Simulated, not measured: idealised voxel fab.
process module | voxel lift off
cross-section cut | 215 nm wide | cells 5 nm
A cross-section is a grid of square cells, given in bands from the top down. A band is one or more rows of cells.
Each band's line starts with the height of the band's top and of its bottom, in nm. Then come its materials from left to right, each with its width in nm. One material with "throughout" fills the band from edge to edge. "air" is empty space.
Height 0 is the level under which the wafer as received is all one material. The lowest band goes on downwards, as in "0 down".
A width such as "30 to 40" changes by the same amount from each row of cells to the next, from the band's top row to its bottom row.
"no change" after a step means that no cell of the cross-section changed.
closed voids: empty space of 8 cells or more with no open way to the top, each as width x height at its distance from the left edge, in nm
after a step's settings: what the simulator itself notes on the step
overlay nm, on a step with a mask: how far to the right of its planned place the mask lay; to the left if negative
plan
1 op RECEIVE | material Si
2 op CONFORMAL_DEP | material SiN | thk nm 5
3 op PATTERN | tone open | mask id LINES | material resist | width nm 25 | pitch nm 50 | thk nm 25 | overlay nm 0
4 op DIRECTIONAL_DEP | material Ru | thk nm 15
5 op STRIP | etch materials resist
6 op CONFORMAL_DEP | material SiN | thk nm 5
first wafer, as planned
as received, after step 1
  0 down: Si throughout
  closed voids: none
after step 2
  5 to 0: SiN throughout
  below 0: unchanged
after step 3
  30 to 5: resist 20 | air 25 | resist 25 | air 25 | resist 25 | air 25 | resist 25 | air 25 | resist 20
  below 5: unchanged
after step 4
  45 to 30: Ru 20 | air 25 | Ru 25 | air 25 | Ru 25 | air 25 | Ru 25 | air 25 | Ru 20
  30 to 20: resist 20 | air 25 | resist 25 | air 25 | resist 25 | air 25 | resist 25 | air 25 | resist 20
  20 to 5: resist 20 | Ru 25 | resist 25 | Ru 25 | resist 25 | Ru 25 | resist 25 | Ru 25 | resist 20
  below 5: unchanged
after step 5
  20 to 5: air 20 | Ru 25 | air 25 | Ru 25 | air 25 | Ru 25 | air 25 | Ru 25 | air 20
  below 5: unchanged
after step 6
  25 to 20: air 15 | SiN 35 | air 15 | SiN 35 | air 15 | SiN 35 | air 15 | SiN 35 | air 15
  20 to 10: air 15 | SiN 5 | Ru 25 | SiN 5 | air 15 | SiN 5 | Ru 25 | SiN 5 | air 15 | SiN 5 | Ru 25 | SiN 5 | air 15 | SiN 5 | Ru 25 | SiN 5 | air 15
  10 to 5: SiN 20 | Ru 25 | SiN 25 | Ru 25 | SiN 25 | Ru 25 | SiN 25 | Ru 25 | SiN 20
  below 5: unchanged
second wafer: like start, like plan, one mistake. Through step 5 it matches the first wafer
when step 6 should have ended: no change
what went wrong: step 6 was left out
at the end the second wafer has, in cells: 67 fewer of SiN
